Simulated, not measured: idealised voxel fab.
Process module, titled voxel fin reveal
Displayed cross-section: cut, width of 295 nm, square cells sized 5 nm.
We lay out every cross-section as a grid of square cells and spell it out in bands from the top down, where one band means one or more rows of cells. For a band, the entry starts with two heights in nm, that of the top and then that of the bottom, and carries on with the band's materials in order from left to right, each alongside its width in nm; the word "edge to edge" beside a single material means it fills the band edge to edge, and "air" means empty space. Heights are reckoned from 0. Under this level, the received wafer is all of one material. The bottommost band is open-ended downward, for example "0 -> down". Width spec "30->40" -> top row of cells at first value, bottom row at second value, equal per-row change in between. Any step labelled "same as before" changed none of the cells in the cross-section. The entry "Entrapped void list" lists the empty spaces that cover at least 8 cells and have no open path to the top. Each is written as width x height at distance, where the distance is measured from the left edge and all three values are in nm. If you see something after the settings on a step's line, that's the simulator's own remark about that step. overlay nm: for a step with a mask, the amount by which the mask lay right of where it was planned; a negative amount means left of it.
-- The steps planned for the process are as follows
- 1: RECEIVE [material Si]
- 2: CONFORMAL_DEP [material SiN] [thk nm 5]
- 3: PATTERN [tone cover] [mask id FINS] [material resist] [width nm 15] [pitch nm 35] [thk nm 15] [overlay nm 0]
- 4: DIRECTIONAL_ETCH [etch materials SiN] [depth nm 5]
- 5: DIRECTIONAL_ETCH [etch materials Si] [depth nm 40]
- 6: STRIP [etch materials resist]
- 7: OXIDIZE [depth nm 5]
- 8: FILL_DEP [material SiO2] [thk nm 5]
- 9: CMP [height nm 5]
- 10: SELECTIVE_ETCH [etch materials SiO2] [depth nm 20]
- 11: STRIP [etch materials SiN]
- 12: CONFORMAL_DEP [material SiO2] [thk nm 5]
-- as received, after step 1
> 0 -> down | Si edge to edge
> Entrapped void list: none
-- One mistake in running the module, otherwise start and plan as above: cross-section at the end
> 0 -> -15 | air: 125; Si: 5; air: 30; Si: 5; air: 130
> -15 -> -45 | SiO2: 125; Si: 5; SiO2: 30; Si: 5; SiO2: 130
> -45 -> down | Si edge to edge
> Entrapped void list: none
Want to know what went wrong? skipped: plan step 12 (never run)
